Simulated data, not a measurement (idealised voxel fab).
voxel self aligned vias: a process module
Each square cell in cross-section cut measures 5 nm, and the section as a whole is 200 nm wide.
Format of a cross-section: grid, square cells. Given as bands. Order: top down. Band: one or more rows of cells. This entry defines a band. It first specifies the height of the band's top and the height of its bottom in nm, and then specifies the band's materials from left to right, stating each material with its width in nm. The word "edge to edge" identifies a single material that fills the band from edge to edge, while the word "blank" identifies empty space. A quick word on heights: they are counted from 0, and under that level the wafer as it came to us is one material throughout. The lowest band is different from the rest in having no bottom; it simply continues downward, written as in "top 0, no bottom". Width: "30..40" (first number = top row, second number = bottom row, same change from row to row of cells). "remains unaltered" after a step means that no cell of the cross-section changed. What "Voids lacking openings" gives you is every empty space of 8 cells or more that is cut off from the top. Each appears as width x height at distance, with the distance taken from the left edge and width, height and distance all in nm. That trailing text on a step's line, after the settings, is the simulator's own remark on the step. "overlay nm" denotes, for a step that has a mask, the displacement of the mask to the right of its planned place, with negative values corresponding to the left.

Intended process steps
1. RECEIVE | material Si
2. CONFORMAL_DEP | material SiO2 | thk nm 15
3. CONFORMAL_DEP | material SiCN | thk nm 5
4. DIRECTIONAL_DEP | material SiO2 | thk nm 20
5. DIRECTIONAL_DEP | material aC | thk nm 10
6. PATTERN | tone open | mask id LINES | material resist | width nm 20 | pitch nm 65 | thk nm 25 | overlay nm 0
7. DIRECTIONAL_ETCH | etch materials aC | depth nm 10
8. STRIP | etch materials resist
9. DIRECTIONAL_ETCH | etch materials SiO2 | depth nm 20
10. STRIP | etch materials aC
11. CONFORMAL_DEP | material TiN | thk nm 5
12. FILL_DEP | material Ru | thk nm 5
13. CMP | height nm 40
14. SELECTIVE_ETCH | etch materials W Ru TiN | depth nm 10
15. FILL_DEP | material SiN | thk nm 5
16. CMP | height nm 40
17. DIRECTIONAL_DEP | material SiO2 | thk nm 20
18. PATTERN | tone open | mask id VIAS | material resist | width nm 30 | pitch nm 65 | thk nm 20 | overlay nm 0
19. DIRECTIONAL_ETCH | etch materials SiO2 | depth nm 20
20. DIRECTIONAL_ETCH | etch materials SiN | depth nm 10
21. STRIP | etch materials resist
22. CONFORMAL_DEP | material TiN | thk nm 5
23. FILL_DEP | material W | thk nm 10
24. CMP | height nm 60
25. CONFORMAL_DEP | material SiN | thk nm 5
Don't read the plan's width nm for step 18 as applying to every wafer: that's the first wafer's value, and the wafers differ in it, though they all start identical.

Sectional view: first of several wafers, as received, after step 1
    top 0, no bottom | Si edge to edge
    Voids lacking openings: none

Wafer cross-section (first of several) - module end, post step 25 (last step)
    top 65, bottom 60 | SiN edge to edge
    top 60, bottom 45 | SiO2 (50) / TiN (5) / W (20) / TiN (5) / SiO2 (35) / TiN (5) / W (20) / TiN (5) / SiO2 (55)
    top 45, bottom 35 | SiO2 (50..55) / TiN (10..5) / W (10) / TiN (10..5) / SiO2 (35..45) / TiN (10..5) / W (10) / TiN (10..5) / SiO2 (55..60)
    top 35, bottom 30 | SiO2 (55) / TiN (20) / SiO2 (45) / TiN (20) / SiO2 (60)
    top 30, bottom 25 | SiO2 (55) / TiN (5) / Ru (10) / TiN (5) / SiO2 (45) / TiN (5) / Ru (10) / TiN (5) / SiO2 (60)
    top 25, bottom 20 | SiO2 (55) / TiN (20) / SiO2 (45) / TiN (20) / SiO2 (60)
    top 20, bottom 15 | SiCN edge to edge
    top 15, bottom 0 | SiO2 edge to edge
    top 0, no bottom | Si edge to edge
    Voids lacking openings: none

So this is the cross-section on the last wafer at the end of the module
    top 65, bottom 60 | SiN edge to edge
    top 60, bottom 45 | SiO2 (40) / TiN (5) / W (40) / TiN (5) / SiO2 (15) / TiN (5) / W (40) / TiN (5) / SiO2 (45)
    top 45, bottom 35 | SiO2 (40..55) / TiN (20..5) / W (10) / TiN (20..5) / SiO2 (15..45) / TiN (20..5) / W (10) / TiN (20..5) / SiO2 (45..60)
    top 35, bottom 30 | SiO2 (55) / TiN (20) / SiO2 (45) / TiN (20) / SiO2 (60)
    top 30, bottom 25 | SiO2 (55) / TiN (5) / Ru (10) / TiN (5) / SiO2 (45) / TiN (5) / Ru (10) / TiN (5) / SiO2 (60)
    top 25, bottom 20 | SiO2 (55) / TiN (20) / SiO2 (45) / TiN (20) / SiO2 (60)
    top 20, bottom 15 | SiCN edge to edge
    top 15, bottom 0 | SiO2 edge to edge
    top 0, no bottom | Si edge to edge
    Voids lacking openings: none

Each row below is a wafer at the end of the module, listing for every material the number of cells it has gained (+) or lost (-) since it was received, followed by its closed voids
width nm 30, +4 Ru, +40 SiCN, +40 SiN, +360 SiO2, +44 TiN, +32 W, Voids lacking openings: none
width nm 35, +4 Ru, +40 SiCN, +40 SiN, +352 SiO2, +46 TiN, +38 W, Voids lacking openings: none
width nm 40, +4 Ru, +40 SiCN, +40 SiN, +344 SiO2, +48 TiN, +44 W, Voids lacking openings: none
width nm 45, +4 Ru, +40 SiCN, +40 SiN, +336 SiO2, +50 TiN, +50 W, Voids lacking openings: none
width nm 50, +4 Ru, +40 SiCN, +40 SiN, +328 SiO2, +52 TiN, +56 W, Voids lacking openings: none
